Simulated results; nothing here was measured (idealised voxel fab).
process module | voxel self aligned vias
cross-section cut | 145 nm wide | cells 5 nm
A cross-section is a grid of square cells, given in bands from the top down. A band is one or more rows of cells.
Each band's line starts with the height of the band's top and of its bottom, in nm. Then come its materials from left to right, each with its width in nm. One material with "throughout" fills the band from edge to edge. "air" is empty space.
Height 0 is the level under which the wafer as received is all one material. The lowest band goes on downwards, as in "0 down".
A width such as "30 to 40" changes by the same amount from each row of cells to the next, from the band's top row to its bottom row.
"no change" after a step means that no cell of the cross-section changed.
closed voids: empty space of 8 cells or more with no open way to the top, each as width x height at its distance from the left edge, in nm
after a step's settings: what the simulator itself notes on the step
overlay nm, on a step with a mask: how far to the right of its planned place the mask lay; to the left if negative
plan
1 op RECEIVE | material Si
2 op CONFORMAL_DEP | material SiO2 | thk nm 15
3 op CONFORMAL_DEP | material SiCN | thk nm 5
4 op DIRECTIONAL_DEP | material lowk | thk nm 25
5 op MASKED_ETCH | tone open | mask id LINES | width nm 25 | pitch nm 65 | etch materials lowk | depth nm 25 | overlay nm 0
6 op CONFORMAL_DEP | material TiN | thk nm 5
7 op FILL_DEP | material Ru | thk nm 5
8 op CMP | height nm 45
9 op SELECTIVE_ETCH | etch materials W Ru TiN | depth nm 10
10 op FILL_DEP | material SiN | thk nm 5
11 op CMP | height nm 45
12 op DIRECTIONAL_DEP | material lowk | thk nm 20
13 op DIRECTIONAL_DEP | material aC | thk nm 15
14 op PATTERN | tone open | mask id VIAS | material resist | width nm 45 | thk nm 35 | overlay nm 0
15 op DIRECTIONAL_ETCH | etch materials aC | depth nm 15
16 op STRIP | etch materials resist
17 op DIRECTIONAL_ETCH | etch materials lowk | depth nm 20
18 op DIRECTIONAL_ETCH | etch materials SiN | depth nm 10
19 op STRIP | etch materials aC
20 op CONFORMAL_DEP | material TiN | thk nm 5
21 op FILL_DEP | material W | thk nm 10
22 op CMP | height nm 65
23 op CONFORMAL_DEP | material SiN | thk nm 5
as received, after step 1
  0 down: Si throughout
  closed voids: none
first wafer at the end, as planned
  70 to 65: SiN throughout
  65 to 50: lowk 15 | TiN 5 | W 35 | TiN 5 | lowk 85
  50 to 45: lowk 15 | TiN 15 | W 15 | TiN 15 | lowk 85
  45 to 40: lowk 25 | TiN 5 | W 15 | TiN 5 | lowk 40 | SiN 25 | lowk 30
  40 to 35: lowk 25 | TiN 25 | lowk 40 | SiN 25 | lowk 30
  35 to 25: lowk 25 | TiN 5 | Ru 15 | TiN 5 | lowk 40 | TiN 5 | Ru 15 | TiN 5 | lowk 30
  25 to 20: lowk 25 | TiN 25 | lowk 40 | TiN 25 | lowk 30
  20 to 15: SiCN throughout
  15 to 0: SiO2 throughout
  0 down: Si throughout
  closed voids: none
second wafer at the end: like start, like plan, one mistake
  85 to 80: SiN throughout
  80 to 70: W throughout
  70 to 65: TiN 20 | W 35 | TiN 90
  65 to 50: lowk 15 | TiN 5 | W 35 | TiN 5 | lowk 85
  50 to 45: lowk 15 | TiN 15 | W 15 | TiN 15 | lowk 85
  45 to 40: lowk 25 | TiN 5 | W 15 | TiN 5 | lowk 40 | SiN 25 | lowk 30
  40 to 35: lowk 25 | TiN 25 | lowk 40 | SiN 25 | lowk 30
  35 to 25: lowk 25 | TiN 5 | Ru 15 | TiN 5 | lowk 40 | TiN 5 | Ru 15 | TiN 5 | lowk 30
  25 to 20: lowk 25 | TiN 25 | lowk 40 | TiN 25 | lowk 30
  20 to 15: SiCN throughout
  15 to 0: SiO2 throughout
  0 down: Si throughout
  closed voids: none
what went wrong: step 22 was left out
at the end the second wafer has, in cells: 22 more of TiN | 65 more of W
